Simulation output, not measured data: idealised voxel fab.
This section sets out a process module, namely voxel trench capacitor.
Each square cell in cross-section cut measures 5 nm, and the section as a whole is 285 nm wide.
Think of the cross-section as a grid of square cells. We describe it in bands, top to bottom, and each band covers one or more rows of those cells.
In this notation a band is specified by the heights of its top and bottom, in that order and in nm, after which its materials appear from left to right, each paired with its width in nm. The word "everywhere" attached to a single material means that material fills the band from edge to edge; the word "blank" stands for empty space.
Where do heights start? At 0: under that level the wafer as delivered is made of one material only. And the lowest band has no floor; it just carries on downward, as in "top 0, no bottom".
Width "30 to 40": first value at the band's top row of cells, second value at its bottom row, equal change from row to row.
For the purposes of this document, the phrase "everything unchanged" attached to a step denotes that no cell within the cross-section was modified by that step.
"Unvented internal voids" specifies each empty space that is not open to the top and that occupies no fewer than 8 cells, using the form width x height at distance, the distance measured from the left edge and all three quantities in nm.
If you see something after the settings on a step's line, that's the simulator's own remark about that step.
overlay nm: for a step with a mask, the amount by which the mask lay right of where it was planned; a negative amount means left of it.

## Steps planned for the process
1 RECEIVE | material Si
2 CONFORMAL_DEP | material SiN | thk nm 5
3 MASKED_ETCH | tone open | mask id TRENCH | width nm 20 | pitch nm 45 | etch materials SiN | depth nm 5 | overlay nm 0
4 MASKED_ETCH | tone open | mask id TRENCH | width nm 20 | pitch nm 45 | etch materials Si | depth nm 25 | overlay nm 0
5 CONFORMAL_DEP | material SiO2 | thk nm 5
6 FILL_DEP | material polySi | thk nm 5
7 CMP | height nm 5

## Incoming wafer, cross-sectional view, post step 1
* top 0, no bottom | Si everywhere
* Unvented internal voids: none

## First of two wafers, end-of-module section, run followed plan
* top 5, bottom 0 | 85 nm SiN / 5 nm SiO2 / 10 nm polySi / 5 nm SiO2 / 25 nm SiN / 5 nm SiO2 / 10 nm polySi / 5 nm SiO2 / 25 nm SiN / 5 nm SiO2 / 10 nm polySi / 5 nm SiO2 / 90 nm SiN
* top 0, bottom -20 | 85 nm Si / 5 nm SiO2 / 10 nm polySi / 5 nm SiO2 / 25 nm Si / 5 nm SiO2 / 10 nm polySi / 5 nm SiO2 / 25 nm Si / 5 nm SiO2 / 10 nm polySi / 5 nm SiO2 / 90 nm Si
* top -20, bottom -25 | 85 nm Si / 20 nm SiO2 / 25 nm Si / 20 nm SiO2 / 25 nm Si / 20 nm SiO2 / 90 nm Si
* top -25, no bottom | Si everywhere
* Unvented internal voids: none

## So this is wafer number two of the two, cut at the end of the module - it started where the first did and had the same plan, we just got one thing wrong running it
* top 5, bottom 0 | 85 nm SiO2 / 20 nm SiN / 25 nm SiO2 / 20 nm SiN / 25 nm SiO2 / 20 nm SiN / 90 nm SiO2
* top 0, no bottom | Si everywhere
* Unvented internal voids: none
Run error: step 3 did not happen as planned, as run it was MASKED_ETCH | tone cover | mask id TRENCH | width nm 20 | pitch nm 45 | etch materials SiN | depth nm 5 | overlay nm 0
Wrapping up, a cell-based count of both wafers puts the second over or under the first for these materials: Si +60; SiN -33; SiO2 +3; polySi -30
